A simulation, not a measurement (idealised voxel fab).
process module | voxel capacitor over wiring
This is section cut - it's 140 nm across, gridded in 5 nm square cells.
Cross-section, as written here: a square-cell grid given band by band from the top down, where a band holds one or more rows of cells.
Each band's line starts with the height of the band's top and of its bottom, in nm. Then come its materials from left to right, each with its width in nm. One material with "all across" fills the band from edge to edge. "blank" is empty space.
Note: height 0 marks the level under which the wafer is uniformly one material as received. Lowest band unbounded below, written "z 0 and below".
You'd read "30 to 40" like this: the band's top row of cells is as wide as the first number, its bottom row is as wide as the second, and going down, every row changes width by the same amount as the row before did.
Where a step carries "all unchanged", the cross-section came out of it unchanged, cell for cell.
Enclosed voids (no open way to top), threshold 8 cells or more, entry "Enclosed voids", notation width x height at distance, distance from left edge, nm.
Text after the settings on a step's line: the simulator's own remark on that step.
The line of a step may include "overlay nm". On a step with a mask, this value is how far to the right of its planned place the mask lay. A negative value means the mask lay to the left.
## Here's what the planned process steps look like
1,op RECEIVE | material Si
2,op CONFORMAL_DEP | material SiO2 | thk nm 10
3,op CONFORMAL_DEP | material SiN | thk nm 5
4,op DIRECTIONAL_DEP | material SiO2 | thk nm 15
5,op DIRECTIONAL_DEP | material aC | thk nm 10
6,op PATTERN | tone open | mask id METAL_1 | material resist | width nm 25 | pitch nm 80 | thk nm 25 | overlay nm 0
7,op DIRECTIONAL_ETCH | etch materials aC | depth nm 10
8,op STRIP | etch materials resist
9,op DIRECTIONAL_ETCH | etch materials SiO2 | depth nm 15
10,op DIRECTIONAL_ETCH | etch materials SiN | depth nm 5
11,op STRIP | etch materials aC
12,op CONFORMAL_DEP | material TiN | thk nm 5
13,op FILL_DEP | material W | thk nm 10
14,op CMP | height nm 30
15,op EPI | material Ru | thk nm 5
16,op FILL_DEP | material SiCN | thk nm 5
17,op DIRECTIONAL_DEP | material SiO2 | thk nm 20
18,op DIRECTIONAL_DEP | material aC | thk nm 15
19,op PATTERN | tone open | mask id PLUG_1 | material resist | width nm 15 | thk nm 30 | overlay nm 0
20,op DIRECTIONAL_ETCH | etch materials aC | depth nm 15
21,op STRIP | etch materials resist
22,op DIRECTIONAL_ETCH | etch materials SiO2 | depth nm 20
23,op DIRECTIONAL_ETCH | etch materials SiCN | depth nm 5
24,op STRIP | etch materials aC
25,op EPI | material Ru | thk nm 10
26,op EPI | material Ru | thk nm 10
27,op EPI | material Ru | thk nm 5
28,op DIRECTIONAL_DEP | material TiN | thk nm 10
29,op DIRECTIONAL_DEP | material SiN | thk nm 5
30,op DIRECTIONAL_DEP | material TiN | thk nm 10
31,op DIRECTIONAL_DEP | material aC | thk nm 15
32,op PATTERN | tone cover | mask id UPPER_PLATE | material resist | width nm 60 | thk nm 35 | overlay nm 0
33,op DIRECTIONAL_ETCH | etch materials aC | depth nm 15
34,op STRIP | etch materials resist
35,op DIRECTIONAL_ETCH | etch materials TiN | depth nm 10
36,op DIRECTIONAL_ETCH | etch materials SiN | depth nm 5
37,op STRIP | etch materials aC
38,op DIRECTIONAL_DEP | material aC | thk nm 15
39,op PATTERN | tone cover | mask id LOWER_PLATE | material resist | width nm 70 | thk nm 30 | overlay nm 0
40,op DIRECTIONAL_ETCH | etch materials aC | depth nm 15
41,op STRIP | etch materials resist
42,op DIRECTIONAL_ETCH | etch materials TiN | depth nm 10
43,op STRIP | etch materials aC
44,op FILL_DEP | material SiO2 | thk nm 15
45,op CMP | height nm 95
46,op DIRECTIONAL_DEP | material aC | thk nm 15
47,op PATTERN | tone open | mask id PLUG_2 | material resist | width nm 15 | thk nm 35 | overlay nm 0
48,op DIRECTIONAL_ETCH | etch materials aC | depth nm 15
49,op STRIP | etch materials resist
50,op DIRECTIONAL_ETCH | etch materials SiO2 | depth nm 10
51,op STRIP | etch materials aC
52,op CONFORMAL_DEP | material TiN | thk nm 5
53,op FILL_DEP | material Cu | thk nm 5
54,op CMP | height nm 95
55,op CONFORMAL_DEP | material SiCN | thk nm 5
## Below: the first of two wafers, run as planned
## Wafer at receipt (post step 1), cross-section
- z 0 and below = Si all across
- Enclosed voids: none
## So this is the wafer cross-section right after step 2
- z 10 to 0 = SiO2 all across
- Note: structure below 0 unchanged.
## So this is the wafer cross-section right after step 3
- z 15 to 10 = SiN all across
- Note: structure below 10 unchanged.
## So this is the wafer cross-section right after step 4
- z 30 to 15 = SiO2 all across
- Note: structure below 15 unchanged.
## So this is the wafer cross-section right after step 5
- z 40 to 30 = aC all across
- Note: structure below 30 unchanged.
## So this is the wafer cross-section right after step 6
- z 65 to 40 = 15 of resist  25 of blank  55 of resist  25 of blank  20 of resist
- Note: structure below 40 unchanged.
## So this is the wafer cross-section right after step 7
- z 55 to 40 = 15 of resist  25 of blank  55 of resist  25 of blank  20 of resist
- z 40 to 30 = 15 of aC  25 of blank  55 of aC  25 of blank  20 of aC
- Note: structure below 30 unchanged.
## So this is the wafer cross-section right after step 8
- z 40 to 30 = 15 of aC  25 of blank  55 of aC  25 of blank  20 of aC
- Note: structure below 30 unchanged.
## So this is the wafer cross-section right after step 9
- z 40 to 30 = 15 of aC  25 of blank  55 of aC  25 of blank  20 of aC
- z 30 to 15 = 15 of SiO2  25 of blank  55 of SiO2  25 of blank  20 of SiO2
- Note: structure below 15 unchanged.
## So this is the wafer cross-section right after step 10
- z 40 to 30 = 15 of aC  25 of blank  55 of aC  25 of blank  20 of aC
- z 30 to 15 = 15 of SiO2  25 of blank  55 of SiO2  25 of blank  20 of SiO2
- z 15 to 10 = 15 of SiN  25 of blank  55 of SiN  25 of blank  20 of SiN
- Note: structure below 10 unchanged.
## So this is the wafer cross-section right after step 11
- z 30 to 15 = 15 of SiO2  25 of blank  55 of SiO2  25 of blank  20 of SiO2
- Note: structure below 15 unchanged.
## So this is the wafer cross-section right after step 12
- z 35 to 30 = 20 of TiN  15 of blank  65 of TiN  15 of blank  25 of TiN
- z 30 to 15 = 15 of SiO2  5 of TiN  15 of blank  5 of TiN  55 of SiO2  5 of TiN  15 of blank  5 of TiN  20 of SiO2
- z 15 to 10 = 15 of SiN  25 of TiN  55 of SiN  25 of TiN  20 of SiN
- Note: structure below 10 unchanged.
## So this is the wafer cross-section right after step 13
- z 45 to 35 = W all across
- z 35 to 30 = 20 of TiN  15 of W  65 of TiN  15 of W  25 of TiN
- z 30 to 15 = 15 of SiO2  5 of TiN  15 of W  5 of TiN  55 of SiO2  5 of TiN  15 of W  5 of TiN  20 of SiO2
- Note: structure below 15 unchanged.
## So this is the wafer cross-section right after step 14
- z 30 to 15 = 15 of SiO2  5 of TiN  15 of W  5 of TiN  55 of SiO2  5 of TiN  15 of W  5 of TiN  20 of SiO2
- Note: structure below 15 unchanged.
## So this is the wafer cross-section right after step 15
- z 35 to 30 = 10 of blank  35 of Ru  45 of blank  35 of Ru  15 of blank
- Note: structure below 30 unchanged.
## So this is the wafer cross-section right after step 16
- z 40 to 35 = SiCN all across
- z 35 to 30 = 10 of SiCN  35 of Ru  45 of SiCN  35 of Ru  15 of SiCN
- Note: structure below 30 unchanged.
## So this is the wafer cross-section right after step 17
- z 60 to 40 = SiO2 all across
- Note: structure below 40 unchanged.
## So this is the wafer cross-section right after step 18
- z 75 to 60 = aC all across
- Note: structure below 60 unchanged.
## So this is the wafer cross-section right after step 19
- z 105 to 75 = 25 of resist  15 of blank  100 of resist
- Note: structure below 75 unchanged.
## So this is the wafer cross-section right after step 20
- z 90 to 75 = 25 of resist  15 of blank  100 of resist
- z 75 to 60 = 25 of aC  15 of blank  100 of aC
- Note: structure below 60 unchanged.
## So this is the wafer cross-section right after step 21
- z 75 to 60 = 25 of aC  15 of blank  100 of aC
- Note: structure below 60 unchanged.
## So this is the wafer cross-section right after step 22
- z 75 to 60 = 25 of aC  15 of blank  100 of aC
- z 60 to 40 = 25 of SiO2  15 of blank  100 of SiO2
- Note: structure below 40 unchanged.
## So this is the wafer cross-section right after step 23
- z 75 to 60 = 25 of aC  15 of blank  100 of aC
- z 60 to 40 = 25 of SiO2  15 of blank  100 of SiO2
- z 40 to 35 = 25 of SiCN  15 of blank  100 of SiCN
- Note: structure below 35 unchanged.
## So this is the wafer cross-section right after step 24
- z 60 to 40 = 25 of SiO2  15 of blank  100 of SiO2
- Note: structure below 40 unchanged.
## So this is the wafer cross-section right after step 25
- z 60 to 45 = 25 of SiO2  15 of blank  100 of SiO2
- z 45 to 40 = 25 of SiO2  15 of Ru  100 of SiO2
- z 40 to 35 = 25 of SiCN  15 of Ru  100 of SiCN
- Note: structure below 35 unchanged.
## So this is the wafer cross-section right after step 26
- z 60 to 55 = 25 of SiO2  15 of blank  100 of SiO2
- z 55 to 40 = 25 of SiO2  15 of Ru  100 of SiO2
- Note: structure below 40 unchanged.
## So this is the wafer cross-section right after step 27
- z 60 to 40 = 25 of SiO2  15 of Ru  100 of SiO2
- Note: structure below 40 unchanged.
## So this is the wafer cross-section right after step 28
- z 70 to 60 = TiN all across
- Note: structure below 60 unchanged.
## So this is the wafer cross-section right after step 29
- z 75 to 70 = SiN all across
- Note: structure below 70 unchanged.
## So this is the wafer cross-section right after step 30
- z 85 to 75 = TiN all across
- Note: structure below 75 unchanged.
## So this is the wafer cross-section right after step 31
- z 100 to 85 = aC all across
- Note: structure below 85 unchanged.
## So this is the wafer cross-section right after step 32
- z 135 to 100 = 25 of blank  60 of resist  55 of blank
- Note: structure below 100 unchanged.
## So this is the wafer cross-section right after step 33
- z 120 to 100 = 25 of blank  60 of resist  55 of blank
- z 100 to 85 = 25 of blank  60 of aC  55 of blank
- Note: structure below 85 unchanged.
## So this is the wafer cross-section right after step 34
- z 100 to 85 = 25 of blank  60 of aC  55 of blank
- Note: structure below 85 unchanged.
## So this is the wafer cross-section right after step 35
- z 100 to 85 = 25 of blank  60 of aC  55 of blank
- z 85 to 75 = 25 of blank  60 of TiN  55 of blank
- Note: structure below 75 unchanged.
## So this is the wafer cross-section right after step 36
- z 100 to 85 = 25 of blank  60 of aC  55 of blank
- z 85 to 75 = 25 of blank  60 of TiN  55 of blank
- z 75 to 70 = 25 of blank  60 of SiN  55 of blank
- Note: structure below 70 unchanged.
## So this is the wafer cross-section right after step 37
- z 85 to 75 = 25 of blank  60 of TiN  55 of blank
- Note: structure below 75 unchanged.
## So this is the wafer cross-section right after step 38
- z 100 to 85 = 25 of blank  60 of aC  55 of blank
- z 85 to 75 = 25 of aC  60 of TiN  55 of aC
- z 75 to 70 = 25 of aC  60 of SiN  55 of aC
- Note: structure below 70 unchanged.
## So this is the wafer cross-section right after step 39
- z 130 to 100 = 20 of blank  70 of resist  50 of blank
- z 100 to 85 = 20 of blank  5 of resist  60 of aC  5 of resist  50 of blank
- Note: structure below 85 unchanged.
## So this is the wafer cross-section right after step 40
- z 115 to 100 = 20 of blank  70 of resist  50 of blank
- z 100 to 85 = 20 of blank  5 of resist  60 of aC  5 of resist  50 of blank
- z 85 to 75 = 20 of blank  5 of aC  60 of TiN  5 of aC  50 of blank
- z 75 to 70 = 20 of blank  5 of aC  60 of SiN  5 of aC  50 of blank
- Note: structure below 70 unchanged.
## So this is the wafer cross-section right after step 41
- z 100 to 85 = 25 of blank  60 of aC  55 of blank
- Note: structure below 85 unchanged.
## So this is the wafer cross-section right after step 42
- z 100 to 85 = 25 of blank  60 of aC  55 of blank
- z 85 to 75 = 20 of blank  5 of aC  60 of TiN  5 of aC  50 of blank
- z 75 to 70 = 20 of blank  5 of aC  60 of SiN  5 of aC  50 of blank
- z 70 to 60 = 20 of blank  70 of TiN  50 of blank
- Note: structure below 60 unchanged.
## So this is the wafer cross-section right after step 43
- z 85 to 75 = 25 of blank  60 of TiN  55 of blank
- z 75 to 70 = 25 of blank  60 of SiN  55 of blank
- Note: structure below 70 unchanged.
## So this is the wafer cross-section right after step 44
- z 100 to 85 = SiO2 all across
- z 85 to 75 = 25 of SiO2  60 of TiN  55 of SiO2
- z 75 to 70 = 25 of SiO2  60 of SiN  55 of SiO2
- z 70 to 60 = 20 of SiO2  70 of TiN  50 of SiO2
- Note: structure below 60 unchanged.
## So this is the wafer cross-section right after step 45
- z 95 to 85 = SiO2 all across
- Note: structure below 85 unchanged.
## So this is the wafer cross-section right after step 46
- z 110 to 95 = aC all across
- Note: structure below 95 unchanged.
## So this is the wafer cross-section right after step 47
- z 145 to 110 = 35 of resist  15 of blank  90 of resist
- Note: structure below 110 unchanged.
## So this is the wafer cross-section right after step 48
- z 130 to 110 = 35 of resist  15 of blank  90 of resist
- z 110 to 95 = 35 of aC  15 of blank  90 of aC
- Note: structure below 95 unchanged.
## So this is the wafer cross-section right after step 49
- z 110 to 95 = 35 of aC  15 of blank  90 of aC
- Note: structure below 95 unchanged.
## So this is the wafer cross-section right after step 50
- z 110 to 95 = 35 of aC  15 of blank  90 of aC
- z 95 to 85 = 35 of SiO2  15 of blank  90 of SiO2
- Note: structure below 85 unchanged.
## So this is the wafer cross-section right after step 51
- z 95 to 85 = 35 of SiO2  15 of blank  90 of SiO2
- Note: structure below 85 unchanged.
## So this is the wafer cross-section right after step 52
- z 100 to 95 = 40 of TiN  5 of blank  95 of TiN
- z 95 to 90 = 35 of SiO2  5 of TiN  5 of blank  5 of TiN  90 of SiO2
- z 90 to 85 = 35 of SiO2  15 of TiN  90 of SiO2
- Note: structure below 85 unchanged.
## So this is the wafer cross-section right after step 53
- z 105 to 100 = Cu all across
- z 100 to 95 = 40 of TiN  5 of Cu  95 of TiN
- z 95 to 90 = 35 of SiO2  5 of TiN  5 of Cu  5 of TiN  90 of SiO2
- Note: structure below 90 unchanged.
## So this is the wafer cross-section right after step 54
- z 95 to 90 = 35 of SiO2  5 of TiN  5 of Cu  5 of TiN  90 of SiO2
- Note: structure below 90 unchanged.
## So this is the wafer cross-section right after step 55
- z 100 to 95 = SiCN all across
- Note: structure below 95 unchanged.
## What follows concerns the second wafer, which started out like the first and was meant to follow the very same plan; one mistake crept in when it was run, but everything up to and including step 24 is the same as for the first wafer
## Cross-sectional view of the second wafer at the intended end time of process step 26
- z 60 to 45 = 25 of SiO2  15 of blank  100 of SiO2
- z 45 to 40 = 25 of SiO2  15 of Ru  100 of SiO2
- z 40 to 35 = 25 of SiCN  15 of Ru  100 of SiCN
- Note: structure below 35 unchanged.
## Cross-sectional view of the second wafer at the intended end time of process step 27
- z 60 to 50 = 25 of SiO2  15 of blank  100 of SiO2
- z 50 to 40 = 25 of SiO2  15 of Ru  100 of SiO2
- Note: structure below 40 unchanged.
## Cross-sectional view of the second wafer at the intended end time of process step 28
- z 70 to 60 = 25 of TiN  15 of blank  100 of TiN
- z 60 to 50 = 25 of SiO2  15 of TiN  100 of SiO2
- Note: structure below 50 unchanged.
## Cross-sectional view of the second wafer at the intended end time of process step 29
- z 75 to 70 = 25 of SiN  15 of blank  100 of SiN
- z 70 to 65 = 25 of TiN  15 of blank  100 of TiN
- z 65 to 60 = 25 of TiN  15 of SiN  100 of TiN
- Note: structure below 60 unchanged.
## Cross-sectional view of the second wafer at the intended end time of process step 30
- z 85 to 75 = 25 of TiN  15 of blank  100 of TiN
- z 75 to 70 = 25 of SiN  15 of TiN  100 of SiN
- z 70 to 65 = TiN all across
- Note: structure below 65 unchanged.
## Cross-sectional view of the second wafer at the intended end time of process step 31
- z 100 to 90 = 25 of aC  15 of blank  100 of aC
- z 90 to 85 = aC all across
- z 85 to 75 = 25 of TiN  15 of aC  100 of TiN
- Note: structure below 75 unchanged.
## Cross-sectional view of the second wafer at the intended end time of process step 32
- z 135 to 100 = 25 of blank  60 of resist  55 of blank
- z 100 to 90 = 25 of aC  15 of resist  100 of aC
- Note: structure below 90 unchanged.
## Cross-sectional view of the second wafer at the intended end time of process step 33
- z 120 to 100 = 25 of blank  60 of resist  55 of blank
- z 100 to 90 = 25 of blank  15 of resist  45 of aC  55 of blank
- z 90 to 85 = 25 of blank  60 of aC  55 of blank
- Note: structure below 85 unchanged.
## Cross-sectional view of the second wafer at the intended end time of process step 34
- z 100 to 90 = 40 of blank  45 of aC  55 of blank
- Note: structure below 90 unchanged.
## Cross-sectional view of the second wafer at the intended end time of process step 35
- z 100 to 90 = 40 of blank  45 of aC  55 of blank
- z 90 to 85 = 25 of blank  60 of aC  55 of blank
- z 85 to 75 = 25 of blank  15 of aC  45 of TiN  55 of blank
- Note: structure below 75 unchanged.
## Cross-sectional view of the second wafer at the intended end time of process step 36
- z 100 to 90 = 40 of blank  45 of aC  55 of blank
- z 90 to 85 = 25 of blank  60 of aC  55 of blank
- z 85 to 75 = 25 of blank  15 of aC  45 of TiN  55 of blank
- z 75 to 70 = 25 of blank  15 of TiN  45 of SiN  55 of blank
- Note: structure below 70 unchanged.
## Cross-sectional view of the second wafer at the intended end time of process step 37
- z 85 to 75 = 40 of blank  45 of TiN  55 of blank
- Note: structure below 75 unchanged.
## Cross-sectional view of the second wafer at the intended end time of process step 38
- z 100 to 90 = 40 of blank  45 of aC  55 of blank
- z 90 to 85 = 25 of blank  60 of aC  55 of blank
- z 85 to 75 = 40 of aC  45 of TiN  55 of aC
- z 75 to 70 = 25 of aC  15 of TiN  45 of SiN  55 of aC
- Note: structure below 70 unchanged.
## Cross-sectional view of the second wafer at the intended end time of process step 39
- z 130 to 100 = 20 of blank  70 of resist  50 of blank
- z 100 to 90 = 20 of blank  20 of resist  45 of aC  5 of resist  50 of blank
- z 90 to 85 = 20 of blank  5 of resist  60 of aC  5 of resist  50 of blank
- Note: structure below 85 unchanged.
## Cross-sectional view of the second wafer at the intended end time of process step 40
- z 115 to 100 = 20 of blank  70 of resist  50 of blank
- z 100 to 90 = 20 of blank  20 of resist  45 of aC  5 of resist  50 of blank
- z 90 to 85 = 20 of blank  5 of resist  60 of aC  5 of resist  50 of blank
- z 85 to 75 = 20 of blank  20 of aC  45 of TiN  5 of aC  50 of blank
- z 75 to 70 = 20 of blank  5 of aC  15 of TiN  45 of SiN  5 of aC  50 of blank
- Note: structure below 70 unchanged.
## Cross-sectional view of the second wafer at the intended end time of process step 41
- z 100 to 90 = 40 of blank  45 of aC  55 of blank
- z 90 to 85 = 25 of blank  60 of aC  55 of blank
- Note: structure below 85 unchanged.
## Cross-sectional view of the second wafer at the intended end time of process step 42
- z 100 to 90 = 40 of blank  45 of aC  55 of blank
- z 90 to 85 = 25 of blank  60 of aC  55 of blank
- z 85 to 75 = 20 of blank  20 of aC  45 of TiN  5 of aC  50 of blank
- z 75 to 70 = 20 of blank  5 of aC  15 of TiN  45 of SiN  5 of aC  50 of blank
- z 70 to 65 = 20 of blank  70 of TiN  50 of blank
- z 65 to 60 = 20 of blank  5 of TiN  15 of SiN  50 of TiN  50 of blank
- Note: structure below 60 unchanged.
## Cross-sectional view of the second wafer at the intended end time of process step 43
- z 85 to 75 = 40 of blank  45 of TiN  55 of blank
- z 75 to 70 = 25 of blank  15 of TiN  45 of SiN  55 of blank
- Note: structure below 70 unchanged.
## Cross-sectional view of the second wafer at the intended end time of process step 44
- z 100 to 85 = SiO2 all across
- z 85 to 75 = 40 of SiO2  45 of TiN  55 of SiO2
- z 75 to 70 = 25 of SiO2  15 of TiN  45 of SiN  55 of SiO2
- z 70 to 65 = 20 of SiO2  70 of TiN  50 of SiO2
- z 65 to 60 = 20 of SiO2  5 of TiN  15 of SiN  50 of TiN  50 of SiO2
- Note: structure below 60 unchanged.
## Cross-sectional view of the second wafer at the intended end time of process step 45
- z 95 to 85 = SiO2 all across
- Note: structure below 85 unchanged.
## Cross-sectional view of the second wafer at the intended end time of process step 46
- z 110 to 95 = aC all across
- Note: structure below 95 unchanged.
## Cross-sectional view of the second wafer at the intended end time of process step 47
- z 145 to 110 = 35 of resist  15 of blank  90 of resist
- Note: structure below 110 unchanged.
## Cross-sectional view of the second wafer at the intended end time of process step 48
- z 130 to 110 = 35 of resist  15 of blank  90 of resist
- z 110 to 95 = 35 of aC  15 of blank  90 of aC
- Note: structure below 95 unchanged.
## Cross-sectional view of the second wafer at the intended end time of process step 49
- z 110 to 95 = 35 of aC  15 of blank  90 of aC
- Note: structure below 95 unchanged.
## Cross-sectional view of the second wafer at the intended end time of process step 50
- z 110 to 95 = 35 of aC  15 of blank  90 of aC
- z 95 to 85 = 35 of SiO2  15 of blank  90 of SiO2
- Note: structure below 85 unchanged.
## Cross-sectional view of the second wafer at the intended end time of process step 51
- z 95 to 85 = 35 of SiO2  15 of blank  90 of SiO2
- Note: structure below 85 unchanged.
## Cross-sectional view of the second wafer at the intended end time of process step 52
- z 100 to 95 = 40 of TiN  5 of blank  95 of TiN
- z 95 to 90 = 35 of SiO2  5 of TiN  5 of blank  5 of TiN  90 of SiO2
- z 90 to 85 = 35 of SiO2  15 of TiN  90 of SiO2
- Note: structure below 85 unchanged.
## Cross-sectional view of the second wafer at the intended end time of process step 53
- z 105 to 100 = Cu all across
- z 100 to 95 = 40 of TiN  5 of Cu  95 of TiN
- z 95 to 90 = 35 of SiO2  5 of TiN  5 of Cu  5 of TiN  90 of SiO2
- Note: structure below 90 unchanged.
## Cross-sectional view of the second wafer at the intended end time of process step 54
- z 95 to 90 = 35 of SiO2  5 of TiN  5 of Cu  5 of TiN  90 of SiO2
- Note: structure below 90 unchanged.
## Cross-sectional view of the second wafer at the intended end time of process step 55
- z 100 to 95 = SiCN all across
- Note: structure below 95 unchanged.
Deviation noted in wafer processing: a step was left out from among the identical steps 25 and 26, and there is no telling which
Per the end-of-run cell counts, the second wafer holds more or fewer of some materials than the first: Ru -6; SiO2 +6
